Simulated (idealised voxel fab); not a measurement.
Process module in this document: voxel gate over fins
The figure presents cross-section cut, which has a width of 230 nm and is divided into square cells with an edge length of 5 nm.
In what follows, cross-sections appear as grids of square cells, described through bands that run from the top down, where every band is one or more rows of cells.
Quick guide to a band line: top height, bottom height (nm) up front; then every material left to right with its width in nm. Only one material and it's marked "all across"? Then it fills the band edge to edge. And "blank" just means empty space.
Zero point of the height axis is 0; under it, received wafer = one material. Lowest band: continues down indefinitely, "z 0 and below".
It should be noted that a width expressed as "30->40" varies in equal increments from row to row of cells within the band, taking the value of the first number at the top row and that of the second number at the bottom row.
"remained the same" after a step means that no cell of the cross-section changed.
The label "Listed closed voids" introduces a list of the empty spaces, 8 cells or larger, that have no open way up to the top; each entry in it reads width x height at distance, where the distance is taken from the left edge and all three are stated in nm.
Read whatever lies past the settings on a step's line as the simulator's own remark about the step.
"overlay nm" on a masked step: distance the mask lay right of its planned place, negative for left.
## Planned process steps
1: RECEIVE: material Si
2: CONFORMAL_DEP: material SiN, thk nm 5
3: MASKED_ETCH: tone cover, mask id FINS, width nm 15, pitch nm 35, etch materials SiN, depth nm 5, overlay nm 0
4: MASKED_ETCH: tone cover, mask id FINS, width nm 15, pitch nm 35, etch materials Si, depth nm 40, overlay nm 0
5: OXIDIZE: depth nm 5
6: FILL_DEP: material SiO2, thk nm 10
7: CMP: height nm 5
8: SELECTIVE_ETCH: etch materials SiO2, depth nm 20
9: STRIP: etch materials SiN
10: CONFORMAL_DEP: material HfO2, thk nm 5
11: CONFORMAL_DEP: material TiN, thk nm 5
12: FILL_DEP: material W, thk nm 15
13: CMP: height nm 20
14: CONFORMAL_DEP: material SiCN, thk nm 5
## So this is the incoming wafer in cross-section - it's already been through step 1
- z 0 and below: Si all across
- Listed closed voids: none
## Cross-section taken at module completion on the first of two wafers; processed per the plan
- z 25 to 20: SiCN all across
- z 20 to 10: W all across
- z 10 to 5: W 65 nm / TiN 25 nm / W 10 nm / TiN 25 nm / W 10 nm / TiN 25 nm / W 70 nm
- z 5 to 0: W 65 nm / TiN 5 nm / HfO2 15 nm / TiN 5 nm / W 10 nm / TiN 5 nm / HfO2 15 nm / TiN 5 nm / W 10 nm / TiN 5 nm / HfO2 15 nm / TiN 5 nm / W 70 nm
- z 0 to -5: W 65 nm / TiN 5 nm / HfO2 5 nm / Si 5 nm / HfO2 5 nm / TiN 5 nm / W 10 nm / TiN 5 nm / HfO2 5 nm / Si 5 nm / HfO2 5 nm / TiN 5 nm / W 10 nm / TiN 5 nm / HfO2 5 nm / Si 5 nm / HfO2 5 nm / TiN 5 nm / W 70 nm
- z -5 to -10: TiN 70 nm / HfO2 5 nm / Si 5 nm / HfO2 5 nm / TiN 20 nm / HfO2 5 nm / Si 5 nm / HfO2 5 nm / TiN 20 nm / HfO2 5 nm / Si 5 nm / HfO2 5 nm / TiN 75 nm
- z -10 to -15: HfO2 75 nm / Si 5 nm / HfO2 30 nm / Si 5 nm / HfO2 30 nm / Si 5 nm / HfO2 80 nm
- z -15 to -45: SiO2 75 nm / Si 5 nm / SiO2 30 nm / Si 5 nm / SiO2 30 nm / Si 5 nm / SiO2 80 nm
- z -45 and below: Si all across
- Listed closed voids: none
## Now the second wafer, cross-sectioned at the end of the module. Nothing different at the start, nothing different in the plan compared with the first, just one mistake when it was actually run
- z 25 to 20: SiCN all across
- z 20 to 5: W all across
- z 5 to 0: W 70 nm / TiN 15 nm / W 20 nm / TiN 15 nm / W 20 nm / TiN 15 nm / W 75 nm
- z 0 to -10: W 70 nm / TiN 5 nm / Si 5 nm / TiN 5 nm / W 20 nm / TiN 5 nm / Si 5 nm / TiN 5 nm / W 20 nm / TiN 5 nm / Si 5 nm / TiN 5 nm / W 75 nm
- z -10 to -15: TiN 75 nm / Si 5 nm / TiN 30 nm / Si 5 nm / TiN 30 nm / Si 5 nm / TiN 80 nm
- z -15 to -45: SiO2 75 nm / Si 5 nm / SiO2 30 nm / Si 5 nm / SiO2 30 nm / Si 5 nm / SiO2 80 nm
- z -45 and below: Si all across
- Listed closed voids: none
In executing the process, a mistake was made relative to the plan: step 10 of the plan got skipped, so it never ran
End check, counted in cells, second wafer has more or fewer of these materials than the first: 64 fewer of HfO2, 64 more of W
